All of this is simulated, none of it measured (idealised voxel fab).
Title: Process Module voxel capacitor over wiring
Xsec cut, 155 nm wide, square cell size 5 nm.
A cross-section in this document is a grid of square cells, and it is written down as bands, the top band listed before the ones below it; a band is made up of one or more rows of cells. What a band's entry tells you: where the top is and where the bottom is, as heights in nm, and after that what lies inside, material by material from left to right, each with its width in nm. Empty space is written as the word "blank", and a single material marked with the word "everywhere" occupies the band from edge to edge. Zero point of the height axis is 0; under it, received wafer = one material. Lowest band: continues down indefinitely, "0 down". The two numbers in a width such as "30..40" mark its ends across the band: the first belongs to the top row of cells, the second to the bottom row, and from each row to the next the width moves by the same amount. Reading "no modification" for a step: not a cell of the cross-section changed in it. Closed empty spaces (no open way to the top) of 8 cells or more are what "Internal closed voids" lists, each as width x height at distance from the left edge, nm for all three. Where a step's line continues beyond its settings, the continuation is a remark by the simulator itself on that step. The line of a step may include "overlay nm". On a step with a mask, this value is how far to the right of its planned place the mask lay. A negative value means the mask lay to the left.
Below is the list of planned process steps
| 1 | RECEIVE (material Si) |
| 2 | CONFORMAL_DEP (material SiO2; thk nm 15) |
| 3 | CONFORMAL_DEP (material SiCN; thk nm 5) |
| 4 | DIRECTIONAL_DEP (material lowk; thk nm 25) |
| 5 | DIRECTIONAL_DEP (material aC; thk nm 10) |
| 6 | PATTERN (tone open; mask id METAL_1; material resist; width nm 20; pitch nm 85; thk nm 30; overlay nm 0) |
| 7 | DIRECTIONAL_ETCH (etch materials aC; depth nm 10) |
| 8 | STRIP (etch materials resist) |
| 9 | DIRECTIONAL_ETCH (etch materials lowk; depth nm 25) |
| 10 | DIRECTIONAL_ETCH (etch materials SiCN; depth nm 5) |
| 11 | STRIP (etch materials aC) |
| 12 | CONFORMAL_DEP (material TiN; thk nm 5) |
| 13 | FILL_DEP (material Cu; thk nm 5) |
| 14 | CMP (height nm 45) |
| 15 | CONFORMAL_DEP (material SiCN; thk nm 5) |
| 16 | DIRECTIONAL_DEP (material lowk; thk nm 15) |
| 17 | DIRECTIONAL_DEP (material aC; thk nm 10) |
| 18 | PATTERN (tone open; mask id PLUG_1; material resist; width nm 15; thk nm 25; overlay nm 0) |
| 19 | DIRECTIONAL_ETCH (etch materials aC; depth nm 10) |
| 20 | STRIP (etch materials resist) |
| 21 | DIRECTIONAL_ETCH (etch materials lowk; depth nm 15) |
| 22 | DIRECTIONAL_ETCH (etch materials SiCN; depth nm 5) |
| 23 | STRIP (etch materials aC) |
| 24 | EPI (material Ru; thk nm 10) |
| 25 | EPI (material Ru; thk nm 10) |
| 26 | DIRECTIONAL_DEP (material TiN; thk nm 5) |
| 27 | DIRECTIONAL_DEP (material HfO2; thk nm 5) |
| 28 | DIRECTIONAL_DEP (material TiN; thk nm 10) |
| 29 | MASKED_ETCH (tone cover; mask id UPPER_PLATE; width nm 70; etch materials TiN; depth nm 10; overlay nm 0) |
| 30 | MASKED_ETCH (tone cover; mask id UPPER_PLATE; width nm 70; etch materials HfO2; depth nm 5; overlay nm 0) |
| 31 | PATTERN (tone cover; mask id LOWER_PLATE; material resist; width nm 80; thk nm 15; overlay nm 0) |
| 32 | DIRECTIONAL_ETCH (etch materials TiN; depth nm 5) |
| 33 | STRIP (etch materials resist) |
| 34 | FILL_DEP (material SiO2; thk nm 15) |
| 35 | CMP (height nm 95) |
| 36 | DIRECTIONAL_DEP (material aC; thk nm 10) |
| 37 | PATTERN (tone open; mask id PLUG_2; material resist; width nm 15; thk nm 30; overlay nm 0) |
| 38 | DIRECTIONAL_ETCH (etch materials aC; depth nm 10) |
| 39 | STRIP (etch materials resist) |
| 40 | DIRECTIONAL_ETCH (etch materials SiO2; depth nm 10) |
| 41 | STRIP (etch materials aC) |
| 42 | CONFORMAL_DEP (material TiN; thk nm 5) |
| 43 | FILL_DEP (material W; thk nm 10) |
| 44 | CMP (height nm 95) |
| 45 | CONFORMAL_DEP (material SiCN; thk nm 5) |
First wafer of two (run as planned)
Wafer as received: cross-section following step 1
- 0 down: Si everywhere
- Internal closed voids: none
Cross-sectional representation of the wafer at the conclusion of step 2
- 15 to 0: SiO2 everywhere
- Whatever lies below 0 is exactly as it was before.
Cross-sectional representation of the wafer at the conclusion of step 3
- 20 to 15: SiCN everywhere
- Whatever lies below 15 is exactly as it was before.
Cross-sectional representation of the wafer at the conclusion of step 4
- 45 to 20: lowk everywhere
- Whatever lies below 20 is exactly as it was before.
Cross-sectional representation of the wafer at the conclusion of step 5
- 55 to 45: aC everywhere
- Whatever lies below 45 is exactly as it was before.
Cross-sectional representation of the wafer at the conclusion of step 6
- 85 to 55: resist (25) | blank (20) | resist (65) | blank (20) | resist (25)
- Whatever lies below 55 is exactly as it was before.
Cross-sectional representation of the wafer at the conclusion of step 7
- 75 to 55: resist (25) | blank (20) | resist (65) | blank (20) | resist (25)
- 55 to 45: aC (25) | blank (20) | aC (65) | blank (20) | aC (25)
- Whatever lies below 45 is exactly as it was before.
Cross-sectional representation of the wafer at the conclusion of step 8
- 55 to 45: aC (25) | blank (20) | aC (65) | blank (20) | aC (25)
- Whatever lies below 45 is exactly as it was before.
Cross-sectional representation of the wafer at the conclusion of step 9
- 55 to 45: aC (25) | blank (20) | aC (65) | blank (20) | aC (25)
- 45 to 20: lowk (25) | blank (20) | lowk (65) | blank (20) | lowk (25)
- Whatever lies below 20 is exactly as it was before.
Cross-sectional representation of the wafer at the conclusion of step 10
- 55 to 45: aC (25) | blank (20) | aC (65) | blank (20) | aC (25)
- 45 to 20: lowk (25) | blank (20) | lowk (65) | blank (20) | lowk (25)
- 20 to 15: SiCN (25) | blank (20) | SiCN (65) | blank (20) | SiCN (25)
- Whatever lies below 15 is exactly as it was before.
Cross-sectional representation of the wafer at the conclusion of step 11
- 45 to 20: lowk (25) | blank (20) | lowk (65) | blank (20) | lowk (25)
- Whatever lies below 20 is exactly as it was before.
Cross-sectional representation of the wafer at the conclusion of step 12
- 50 to 45: TiN (30) | blank (10) | TiN (75) | blank (10) | TiN (30)
- 45 to 20: lowk (25) | TiN (5) | blank (10) | TiN (5) | lowk (65) | TiN (5) | blank (10) | TiN (5) | lowk (25)
- 20 to 15: SiCN (25) | TiN (20) | SiCN (65) | TiN (20) | SiCN (25)
- Whatever lies below 15 is exactly as it was before.
Cross-sectional representation of the wafer at the conclusion of step 13
- 55 to 50: Cu everywhere
- 50 to 45: TiN (30) | Cu (10) | TiN (75) | Cu (10) | TiN (30)
- 45 to 20: lowk (25) | TiN (5) | Cu (10) | TiN (5) | lowk (65) | TiN (5) | Cu (10) | TiN (5) | lowk (25)
- Whatever lies below 20 is exactly as it was before.
Cross-sectional representation of the wafer at the conclusion of step 14
- 45 to 20: lowk (25) | TiN (5) | Cu (10) | TiN (5) | lowk (65) | TiN (5) | Cu (10) | TiN (5) | lowk (25)
- Whatever lies below 20 is exactly as it was before.
Cross-sectional representation of the wafer at the conclusion of step 15
- 50 to 45: SiCN everywhere
- Whatever lies below 45 is exactly as it was before.
Cross-sectional representation of the wafer at the conclusion of step 16
- 65 to 50: lowk everywhere
- Whatever lies below 50 is exactly as it was before.
Cross-sectional representation of the wafer at the conclusion of step 17
- 75 to 65: aC everywhere
- Whatever lies below 65 is exactly as it was before.
Cross-sectional representation of the wafer at the conclusion of step 18
- 100 to 75: resist (30) | blank (15) | resist (110)
- Whatever lies below 75 is exactly as it was before.
Cross-sectional representation of the wafer at the conclusion of step 19
- 90 to 75: resist (30) | blank (15) | resist (110)
- 75 to 65: aC (30) | blank (15) | aC (110)
- Whatever lies below 65 is exactly as it was before.
Cross-sectional representation of the wafer at the conclusion of step 20
- 75 to 65: aC (30) | blank (15) | aC (110)
- Whatever lies below 65 is exactly as it was before.
Cross-sectional representation of the wafer at the conclusion of step 21
- 75 to 65: aC (30) | blank (15) | aC (110)
- 65 to 50: lowk (30) | blank (15) | lowk (110)
- Whatever lies below 50 is exactly as it was before.
Cross-sectional representation of the wafer at the conclusion of step 22
- 75 to 65: aC (30) | blank (15) | aC (110)
- 65 to 50: lowk (30) | blank (15) | lowk (110)
- 50 to 45: SiCN (30) | blank (15) | SiCN (110)
- Whatever lies below 45 is exactly as it was before.
Cross-sectional representation of the wafer at the conclusion of step 23
- 65 to 50: lowk (30) | blank (15) | lowk (110)
- Whatever lies below 50 is exactly as it was before.
Cross-sectional representation of the wafer at the conclusion of step 24
- 65 to 55: lowk (30) | blank (15) | lowk (110)
- 55 to 50: lowk (30) | Ru (15) | lowk (110)
- 50 to 45: SiCN (30) | Ru (15) | SiCN (110)
- Whatever lies below 45 is exactly as it was before.
Cross-sectional representation of the wafer at the conclusion of step 25
- 65 to 50: lowk (30) | Ru (15) | lowk (110)
- Whatever lies below 50 is exactly as it was before.
Cross-sectional representation of the wafer at the conclusion of step 26
- 70 to 65: TiN everywhere
- Whatever lies below 65 is exactly as it was before.
Cross-sectional representation of the wafer at the conclusion of step 27
- 75 to 70: HfO2 everywhere
- Whatever lies below 70 is exactly as it was before.
Cross-sectional representation of the wafer at the conclusion of step 28
- 85 to 75: TiN everywhere
- Whatever lies below 75 is exactly as it was before.
Cross-sectional representation of the wafer at the conclusion of step 29
- 85 to 75: blank (30) | TiN (70) | blank (55)
- Whatever lies below 75 is exactly as it was before.
Cross-sectional representation of the wafer at the conclusion of step 30
- 85 to 75: blank (30) | TiN (70) | blank (55)
- 75 to 70: blank (30) | HfO2 (70) | blank (55)
- Whatever lies below 70 is exactly as it was before.
Cross-sectional representation of the wafer at the conclusion of step 31
- 100 to 85: blank (25) | resist (80) | blank (50)
- 85 to 75: blank (25) | resist (5) | TiN (70) | resist (5) | blank (50)
- 75 to 70: blank (25) | resist (5) | HfO2 (70) | resist (5) | blank (50)
- Whatever lies below 70 is exactly as it was before.
Cross-sectional representation of the wafer at the conclusion of step 32
- 100 to 85: blank (25) | resist (80) | blank (50)
- 85 to 75: blank (25) | resist (5) | TiN (70) | resist (5) | blank (50)
- 75 to 70: blank (25) | resist (5) | HfO2 (70) | resist (5) | blank (50)
- 70 to 65: blank (25) | TiN (80) | blank (50)
- Whatever lies below 65 is exactly as it was before.
Cross-sectional representation of the wafer at the conclusion of step 33
- 85 to 75: blank (30) | TiN (70) | blank (55)
- 75 to 70: blank (30) | HfO2 (70) | blank (55)
- Whatever lies below 70 is exactly as it was before.
Cross-sectional representation of the wafer at the conclusion of step 34
- 100 to 85: SiO2 everywhere
- 85 to 75: SiO2 (30) | TiN (70) | SiO2 (55)
- 75 to 70: SiO2 (30) | HfO2 (70) | SiO2 (55)
- 70 to 65: SiO2 (25) | TiN (80) | SiO2 (50)
- Whatever lies below 65 is exactly as it was before.
Cross-sectional representation of the wafer at the conclusion of step 35
- 95 to 85: SiO2 everywhere
- Whatever lies below 85 is exactly as it was before.
Cross-sectional representation of the wafer at the conclusion of step 36
- 105 to 95: aC everywhere
- Whatever lies below 95 is exactly as it was before.
Cross-sectional representation of the wafer at the conclusion of step 37
- 135 to 105: resist (40) | blank (15) | resist (100)
- Whatever lies below 105 is exactly as it was before.
Cross-sectional representation of the wafer at the conclusion of step 38
- 125 to 105: resist (40) | blank (15) | resist (100)
- 105 to 95: aC (40) | blank (15) | aC (100)
- Whatever lies below 95 is exactly as it was before.
Cross-sectional representation of the wafer at the conclusion of step 39
- 105 to 95: aC (40) | blank (15) | aC (100)
- Whatever lies below 95 is exactly as it was before.
Cross-sectional representation of the wafer at the conclusion of step 40
- 105 to 95: aC (40) | blank (15) | aC (100)
- 95 to 85: SiO2 (40) | blank (15) | SiO2 (100)
- Whatever lies below 85 is exactly as it was before.
Cross-sectional representation of the wafer at the conclusion of step 41
- 95 to 85: SiO2 (40) | blank (15) | SiO2 (100)
- Whatever lies below 85 is exactly as it was before.
Cross-sectional representation of the wafer at the conclusion of step 42
- 100 to 95: TiN (45) | blank (5) | TiN (105)
- 95 to 90: SiO2 (40) | TiN (5) | blank (5) | TiN (5) | SiO2 (100)
- 90 to 85: SiO2 (40) | TiN (15) | SiO2 (100)
- Whatever lies below 85 is exactly as it was before.
Cross-sectional representation of the wafer at the conclusion of step 43
- 110 to 100: W everywhere
- 100 to 95: TiN (45) | W (5) | TiN (105)
- 95 to 90: SiO2 (40) | TiN (5) | W (5) | TiN (5) | SiO2 (100)
- Whatever lies below 90 is exactly as it was before.
Cross-sectional representation of the wafer at the conclusion of step 44
- 95 to 90: SiO2 (40) | TiN (5) | W (5) | TiN (5) | SiO2 (100)
- Whatever lies below 90 is exactly as it was before.
Cross-sectional representation of the wafer at the conclusion of step 45
- 100 to 95: SiCN everywhere
- Whatever lies below 95 is exactly as it was before.
Companion wafer, the second of two: same beginning, same intended sequence, one mistake in carrying it out; through step 23 inclusive it tracks the first exactly
What the second wafer looks like in cross-section when step 25 should have wrapped up
- 75 to 65: blank (20) | Ru (35) | blank (100)
- 65 to 50: lowk (30) | Ru (15) | lowk (110)
- 50 to 45: SiCN (30) | Ru (15) | SiCN (110)
- Whatever lies below 45 is exactly as it was before.
What the second wafer looks like in cross-section when step 26 should have wrapped up
- 80 to 75: blank (20) | TiN (35) | blank (100)
- 75 to 70: blank (20) | Ru (35) | blank (100)
- 70 to 65: TiN (20) | Ru (35) | TiN (100)
- Whatever lies below 65 is exactly as it was before.
What the second wafer looks like in cross-section when step 27 should have wrapped up
- 85 to 80: blank (20) | HfO2 (35) | blank (100)
- 80 to 75: blank (20) | TiN (35) | blank (100)
- 75 to 70: HfO2 (20) | Ru (35) | HfO2 (100)
- Whatever lies below 70 is exactly as it was before.
What the second wafer looks like in cross-section when step 28 should have wrapped up
- 95 to 85: blank (20) | TiN (35) | blank (100)
- 85 to 80: TiN (20) | HfO2 (35) | TiN (100)
- 80 to 75: TiN everywhere
- Whatever lies below 75 is exactly as it was before.
What the second wafer looks like in cross-section when step 29 should have wrapped up
- 95 to 85: blank (30) | TiN (25) | blank (100)
- 85 to 80: blank (20) | HfO2 (35) | TiN (45) | blank (55)
- 80 to 75: blank (20) | TiN (80) | blank (55)
- Whatever lies below 75 is exactly as it was before.
What the second wafer looks like in cross-section when step 30 should have wrapped up
- 95 to 85: blank (30) | TiN (25) | blank (100)
- 85 to 80: blank (30) | HfO2 (25) | TiN (45) | blank (55)
- 80 to 75: blank (20) | TiN (80) | blank (55)
- 75 to 70: blank (20) | Ru (35) | HfO2 (45) | blank (55)
- Whatever lies below 70 is exactly as it was before.
What the second wafer looks like in cross-section when step 31 should have wrapped up
- 110 to 95: blank (25) | resist (80) | blank (50)
- 95 to 85: blank (25) | resist (5) | TiN (25) | resist (50) | blank (50)
- 85 to 80: blank (25) | resist (5) | HfO2 (25) | TiN (45) | resist (5) | blank (50)
- 80 to 75: blank (20) | TiN (80) | resist (5) | blank (50)
- 75 to 70: blank (20) | Ru (35) | HfO2 (45) | resist (5) | blank (50)
- Whatever lies below 70 is exactly as it was before.
What the second wafer looks like in cross-section when step 32 should have wrapped up
- 110 to 95: blank (25) | resist (80) | blank (50)
- 95 to 85: blank (25) | resist (5) | TiN (25) | resist (50) | blank (50)
- 85 to 80: blank (25) | resist (5) | HfO2 (25) | TiN (45) | resist (5) | blank (50)
- 80 to 75: blank (25) | TiN (75) | resist (5) | blank (50)
- 75 to 70: blank (20) | Ru (35) | HfO2 (45) | resist (5) | blank (50)
- 70 to 65: blank (20) | Ru (35) | TiN (50) | blank (50)
- Whatever lies below 65 is exactly as it was before.
What the second wafer looks like in cross-section when step 33 should have wrapped up
- 95 to 85: blank (30) | TiN (25) | blank (100)
- 85 to 80: blank (30) | HfO2 (25) | TiN (45) | blank (55)
- 80 to 75: blank (25) | TiN (75) | blank (55)
- 75 to 70: blank (20) | Ru (35) | HfO2 (45) | blank (55)
- Whatever lies below 70 is exactly as it was before.
What the second wafer looks like in cross-section when step 34 should have wrapped up
- 110 to 95: SiO2 everywhere
- 95 to 85: SiO2 (30) | TiN (25) | SiO2 (100)
- 85 to 80: SiO2 (30) | HfO2 (25) | TiN (45) | SiO2 (55)
- 80 to 75: SiO2 (25) | TiN (75) | SiO2 (55)
- 75 to 70: SiO2 (20) | Ru (35) | HfO2 (45) | SiO2 (55)
- 70 to 65: SiO2 (20) | Ru (35) | TiN (50) | SiO2 (50)
- Whatever lies below 65 is exactly as it was before.
What the second wafer looks like in cross-section when step 35 should have wrapped up
- 95 to 85: SiO2 (30) | TiN (25) | SiO2 (100)
- Whatever lies below 85 is exactly as it was before.
What the second wafer looks like in cross-section when step 36 should have wrapped up
- 105 to 95: aC everywhere
- Whatever lies below 95 is exactly as it was before.
What the second wafer looks like in cross-section when step 37 should have wrapped up
- 135 to 105: resist (40) | blank (15) | resist (100)
- Whatever lies below 105 is exactly as it was before.
What the second wafer looks like in cross-section when step 38 should have wrapped up
- 125 to 105: resist (40) | blank (15) | resist (100)
- 105 to 95: aC (40) | blank (15) | aC (100)
- Whatever lies below 95 is exactly as it was before.
What the second wafer looks like in cross-section when step 39 should have wrapped up
- 105 to 95: aC (40) | blank (15) | aC (100)
- Whatever lies below 95 is exactly as it was before.
What the second wafer looks like in cross-section when step 40 should have wrapped up: no modification
What the second wafer looks like in cross-section when step 41 should have wrapped up
- 95 to 85: SiO2 (30) | TiN (25) | SiO2 (100)
- Whatever lies below 85 is exactly as it was before.
What the second wafer looks like in cross-section when step 42 should have wrapped up
- 100 to 95: TiN everywhere
- Whatever lies below 95 is exactly as it was before.
What the second wafer looks like in cross-section when step 43 should have wrapped up
- 110 to 100: W everywhere
- Whatever lies below 100 is exactly as it was before.
What the second wafer looks like in cross-section when step 44 should have wrapped up
- 95 to 85: SiO2 (30) | TiN (25) | SiO2 (100)
- Whatever lies below 85 is exactly as it was before.
What the second wafer looks like in cross-section when step 45 should have wrapped up
- 100 to 95: SiCN everywhere
- Whatever lies below 95 is exactly as it was before.
What went wrong in running the wafer? one of the identical process steps 24 and 25 has been performed twice, and it is not possible to determine which
End of process, cell counts, second wafer against first, materials with more or fewer: 14 more of Ru, 8 fewer of SiO2, 5 fewer of TiN, 1 fewer of W
